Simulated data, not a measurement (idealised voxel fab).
Documented hereafter: the process module known as voxel gate over fins.
Cross-section cut: width 150 nm, square cells of 5 nm.
A cross-section is written here as square cells arranged in a grid, and it is given in bands from the top down, each band taking up one or more rows of cells. What a band's entry tells you: where the top is and where the bottom is, as heights in nm, and after that what lies inside, material by material from left to right, each with its width in nm. Empty space is written as the word "air", and a single material marked with the word "throughout" occupies the band from edge to edge. The reference from which all heights are counted is 0, the level beneath which the as-received wafer is entirely one material; the lowest band, having no lower bound, proceeds downward and is written after the example "top 0, no bottom". A two-number width, for instance "30->40", indicates that the width is equal to the first number in the top row of the band and to the second number in the bottom row, and that it changes by a constant amount per row of cells. Given "stayed the same" for a step, no cell of the cross-section differs between before and after that step. "Closed void catalog" means: voids of 8 cells or more that are shut off from the top with no open way through. Written width x height at distance, distance from the left edge, in nm. What comes after the settings on a step's line is commentary from the simulator itself on that step. "overlay nm" on a masked step: distance the mask lay right of its planned place, negative for left.
### Here's what the planned process steps look like
1) op RECEIVE | material Si
2) op CONFORMAL_DEP | material SiN | thk nm 5
3) op MASKED_ETCH | tone cover | mask id FINS | width nm 15 | pitch nm 45 | etch materials SiN | depth nm 5 | overlay nm 0
4) op MASKED_ETCH | tone cover | mask id FINS | width nm 15 | pitch nm 45 | etch materials Si | depth nm 30 | overlay nm 0
5) op OXIDIZE | depth nm 5
6) op FILL_DEP | material SiO2 | thk nm 10
7) op CMP | height nm 5
8) op SELECTIVE_ETCH | etch materials SiO2 | depth nm 5
9) op STRIP | etch materials SiN
10) op CONFORMAL_DEP | material HfO2 | thk nm 5
11) op CONFORMAL_DEP | material TiN | thk nm 5
12) op FILL_DEP | material W | thk nm 15
13) op CMP | height nm 20
14) op CONFORMAL_DEP | material SiCN | thk nm 10
The plan shows the depth nm of step 8 as the first wafer had it; this setting differs between the wafers, which start out alike.
### Received wafers, first of several: cross-section after step 1
  top 0, no bottom = Si throughout
  Closed void catalog: none
### Wafer rows, end of module: cells per material gained (+) or lost (-) since receipt; closed voids last
depth nm 5; +30 HfO2; -196 Si; +60 SiCN; +196 SiO2; +30 TiN; +60 W; Closed void catalog: none
depth nm 10; +34 HfO2; -196 Si; +60 SiCN; +168 SiO2; +34 TiN; +80 W; Closed void catalog: none
depth nm 15; +38 HfO2; -196 Si; +60 SiCN; +140 SiO2; +38 TiN; +100 W; Closed void catalog: none
depth nm 20; +42 HfO2; -196 Si; +60 SiCN; +112 SiO2; +42 TiN; +120 W; Closed void catalog: none
depth nm 25; +46 HfO2; -196 Si; +60 SiCN; +84 SiO2; +46 TiN; +140 W; Closed void catalog: none
depth nm 30; +50 HfO2; -196 Si; +60 SiCN; +56 SiO2; +50 TiN; +160 W; Closed void catalog: none
